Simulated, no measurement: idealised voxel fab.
Process module in this document: voxel air gaps
We display cut, a cross-section 285 nm in width whose square cells are each 5 nm.
Bands, listed from the top down, are how a cross-section gets written in this document; the cross-section itself is a grid of square cells, and a band is one or more rows of them.
Band: top and bottom heights (nm) first, top before bottom; then materials from left to right, widths in nm. "full width" marks a sole material filling the band edge to edge. "blank" denotes empty space.
For the purposes of this specification, 0 denotes the height below which the wafer in its as-received condition is composed wholly of one material, and the lowermost band, lacking a lower limit, extends downward without end, as expressed in "0 and below".
A width given as "30->40" starts at the first number in the band's top row and ends at the second number in its bottom row, shifting by an equal amount at every step from row to row.
Key: "all unchanged" - step with no changed cell in the cross-section.
Any empty space of 8 cells or more lacking an open way to the top shows up in "Entrapped void list" as width x height at distance, distance from the left edge, in nm.
Text after the settings on a step's line: the simulator's own remark on that step.
Steps that use a mask can have "overlay nm" on their line. It says how far the mask sat to the right of where it was meant to be. Negative means to the left.
Process steps - plan
1: RECEIVE: material Si
2: CONFORMAL_DEP: material SiO2, thk nm 10
3: CONFORMAL_DEP: material SiN, thk nm 5
4: DIRECTIONAL_DEP: material lowk, thk nm 30
5: MASKED_ETCH: tone open, mask id LINES, width nm 25, pitch nm 50, etch materials lowk, depth nm 30, overlay nm 0
6: CONFORMAL_DEP: material TiN, thk nm 5
7: FILL_DEP: material Ru, thk nm 5
8: CMP: height nm 45
9: EPI: material Ru, thk nm 10
10: SELECTIVE_ETCH: etch materials lowk, depth nm 40
11: CONFORMAL_DEP: material SiCN, thk nm 5
First of two wafers, with the run carried out as planned
So this is the incoming wafer in cross-section - it's already been through step 1
    0 and below  Si full width
    Entrapped void list: none
After step 2: wafer cross-section
    10 down to 0  SiO2 full width
    Whatever lies below 0 is exactly as it was before.
After step 3: wafer cross-section
    15 down to 10  SiN full width
    Whatever lies below 10 is exactly as it was before.
After step 4: wafer cross-section
    45 down to 15  lowk full width
    Whatever lies below 15 is exactly as it was before.
After step 5: wafer cross-section
    45 down to 15  lowk: 80, then blank: 25, then lowk: 25, then blank: 25, then lowk: 25, then blank: 25, then lowk: 80
    Whatever lies below 15 is exactly as it was before.
After step 6: wafer cross-section
    50 down to 45  TiN: 85, then blank: 15, then TiN: 35, then blank: 15, then TiN: 35, then blank: 15, then TiN: 85
    45 down to 20  lowk: 80, then TiN: 5, then blank: 15, then TiN: 5, then lowk: 25, then TiN: 5, then blank: 15, then TiN: 5, then lowk: 25, then TiN: 5, then blank: 15, then TiN: 5, then lowk: 80
    20 down to 15  lowk: 80, then TiN: 25, then lowk: 25, then TiN: 25, then lowk: 25, then TiN: 25, then lowk: 80
    Whatever lies below 15 is exactly as it was before.
After step 7: wafer cross-section
    55 down to 50  Ru full width
    50 down to 45  TiN: 85, then Ru: 15, then TiN: 35, then Ru: 15, then TiN: 35, then Ru: 15, then TiN: 85
    45 down to 20  lowk: 80, then TiN: 5, then Ru: 15, then TiN: 5, then lowk: 25, then TiN: 5, then Ru: 15, then TiN: 5, then lowk: 25, then TiN: 5, then Ru: 15, then TiN: 5, then lowk: 80
    Whatever lies below 20 is exactly as it was before.
After step 8: wafer cross-section
    45 down to 20  lowk: 80, then TiN: 5, then Ru: 15, then TiN: 5, then lowk: 25, then TiN: 5, then Ru: 15, then TiN: 5, then lowk: 25, then TiN: 5, then Ru: 15, then TiN: 5, then lowk: 80
    Whatever lies below 20 is exactly as it was before.
After step 9: wafer cross-section
    55 down to 45  blank: 70, then Ru: 45, then blank: 5, then Ru: 45, then blank: 5, then Ru: 45, then blank: 70
    Whatever lies below 45 is exactly as it was before.
After step 10: wafer cross-section
    55 down to 45  blank: 70, then Ru: 45, then blank: 5, then Ru: 45, then blank: 5, then Ru: 45, then blank: 70
    45 down to 20  blank: 80, then TiN: 5, then Ru: 15, then TiN: 5, then blank: 25, then TiN: 5, then Ru: 15, then TiN: 5, then blank: 25, then TiN: 5, then Ru: 15, then TiN: 5, then blank: 80
    20 down to 15  blank: 80, then TiN: 25, then blank: 25, then TiN: 25, then blank: 25, then TiN: 25, then blank: 80
    Whatever lies below 15 is exactly as it was before.
After step 11: wafer cross-section
    60 down to 55  blank: 65, then SiCN: 155, then blank: 65
    55 down to 45  blank: 65, then SiCN: 5, then Ru: 45, then SiCN: 5, then Ru: 45, then SiCN: 5, then Ru: 45, then SiCN: 5, then blank: 65
    45 down to 40  blank: 65, then SiCN: 15, then TiN: 5, then Ru: 15, then TiN: 5, then SiCN: 25, then TiN: 5, then Ru: 15, then TiN: 5, then SiCN: 25, then TiN: 5, then Ru: 15, then TiN: 5, then SiCN: 15, then blank: 65
    40 down to 20  blank: 75, then SiCN: 5, then TiN: 5, then Ru: 15, then TiN: 5, then SiCN: 5, then blank: 15, then SiCN: 5, then TiN: 5, then Ru: 15, then TiN: 5, then SiCN: 5, then blank: 15, then SiCN: 5, then TiN: 5, then Ru: 15, then TiN: 5, then SiCN: 5, then blank: 75
    20 down to 15  SiCN: 80, then TiN: 25, then SiCN: 25, then TiN: 25, then SiCN: 25, then TiN: 25, then SiCN: 80
    Whatever lies below 15 is exactly as it was before.
    Entrapped void list: 15 x 20 at 110; 15 x 20 at 160
The second wafer began exactly as the first did and followed the same plan, but one mistake was made while running it; through step 8 inclusive, the two wafers are identical
Cross-section of the second wafer at the time step 9 of the plan should have ended
    65 down to 45  blank: 60, then Ru: 165, then blank: 60
    Whatever lies below 45 is exactly as it was before.
Cross-section of the second wafer at the time step 10 of the plan should have ended
    65 down to 45  blank: 60, then Ru: 165, then blank: 60
    45 down to 20  blank: 80, then TiN: 5, then Ru: 15, then TiN: 5, then lowk: 25, then TiN: 5, then Ru: 15, then TiN: 5, then lowk: 25, then TiN: 5, then Ru: 15, then TiN: 5, then blank: 80
    20 down to 15  blank: 80, then TiN: 25, then lowk: 25, then TiN: 25, then lowk: 25, then TiN: 25, then blank: 80
    Whatever lies below 15 is exactly as it was before.
Cross-section of the second wafer at the time step 11 of the plan should have ended
    70 down to 65  blank: 55, then SiCN: 175, then blank: 55
    65 down to 45  blank: 55, then SiCN: 5, then Ru: 165, then SiCN: 5, then blank: 55
    45 down to 40  blank: 55, then SiCN: 25, then TiN: 5, then Ru: 15, then TiN: 5, then lowk: 25, then TiN: 5, then Ru: 15, then TiN: 5, then lowk: 25, then TiN: 5, then Ru: 15, then TiN: 5, then SiCN: 25, then blank: 55
    40 down to 20  blank: 75, then SiCN: 5, then TiN: 5, then Ru: 15, then TiN: 5, then lowk: 25, then TiN: 5, then Ru: 15, then TiN: 5, then lowk: 25, then TiN: 5, then Ru: 15, then TiN: 5, then SiCN: 5, then blank: 75
    20 down to 15  SiCN: 80, then TiN: 25, then lowk: 25, then TiN: 25, then lowk: 25, then TiN: 25, then SiCN: 80
    Whatever lies below 15 is exactly as it was before.
The plan and the run diverged here: execution of plan step 9 occurred twice
at the end the second wafer has, in cells: +78 Ru, -28 SiCN, +60 lowk
In the final state there are 2 closed voids in the first wafer, compared with 0 in the second wafer.
